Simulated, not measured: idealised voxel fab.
process module | voxel self aligned vias
cross-section cut | 285 nm wide | cells 5 nm
A cross-section is a grid of square cells, given in bands from the top down. A band is one or more rows of cells.
Each band's line starts with the height of the band's top and of its bottom, in nm. Then come its materials from left to right, each with its width in nm. One material with "throughout" fills the band from edge to edge. "air" is empty space.
Height 0 is the level under which the wafer as received is all one material. The lowest band goes on downwards, as in "0 down".
A width such as "30 to 40" changes by the same amount from each row of cells to the next, from the band's top row to its bottom row.
"no change" after a step means that no cell of the cross-section changed.
closed voids: empty space of 8 cells or more with no open way to the top, each as width x height at its distance from the left edge, in nm
after a step's settings: what the simulator itself notes on the step
overlay nm, on a step with a mask: how far to the right of its planned place the mask lay; to the left if negative
plan
1 op RECEIVE | material Si
2 op CONFORMAL_DEP | material SiO2 | thk nm 15
3 op CONFORMAL_DEP | material SiCN | thk nm 5
4 op DIRECTIONAL_DEP | material SiO2 | thk nm 20
5 op PATTERN | tone open | mask id LINES | material resist | width nm 20 | pitch nm 45 | thk nm 15 | overlay nm 0
6 op DIRECTIONAL_ETCH | etch materials SiO2 | depth nm 20
7 op STRIP | etch materials resist
8 op CONFORMAL_DEP | material TiN | thk nm 5
9 op FILL_DEP | material W | thk nm 5
10 op CMP | height nm 40
11 op SELECTIVE_ETCH | etch materials W Ru TiN | depth nm 5
12 op FILL_DEP | material SiN | thk nm 10
13 op CMP | height nm 40
14 op DIRECTIONAL_DEP | material SiO2 | thk nm 15
15 op DIRECTIONAL_DEP | material aC | thk nm 15
16 op PATTERN | tone open | mask id VIAS | material resist | width nm 30 | thk nm 30 | overlay nm 0
17 op DIRECTIONAL_ETCH | etch materials aC | depth nm 15
18 op STRIP | etch materials resist
19 op DIRECTIONAL_ETCH | etch materials SiO2 | depth nm 15
20 op DIRECTIONAL_ETCH | etch materials SiN | depth nm 5
21 op STRIP | etch materials aC
22 op CONFORMAL_DEP | material TiN | thk nm 5
23 op FILL_DEP | material W | thk nm 5
24 op CMP | height nm 55
25 op CONFORMAL_DEP | material SiN | thk nm 5
as received, after step 1
  0 down: Si throughout
  closed voids: none
a wafer at the end: this start, this plan, one mistake
  60 to 55: SiN throughout
  55 to 40: SiO2 105 | TiN 5 | W 20 | TiN 5 | SiO2 150
  40 to 35: SiN 105 | TiN 30 | SiN 150
  35 to 20: SiO2 110 | TiN 5 | W 10 | TiN 5 | SiO2 25 | TiN 5 | W 10 | TiN 5 | SiO2 110
  20 to 15: SiO2 110 | TiN 20 | SiO2 25 | TiN 20 | SiO2 110
  15 to 0: SiO2 throughout
  0 down: Si throughout
  closed voids: none
what went wrong: step 3 was left out
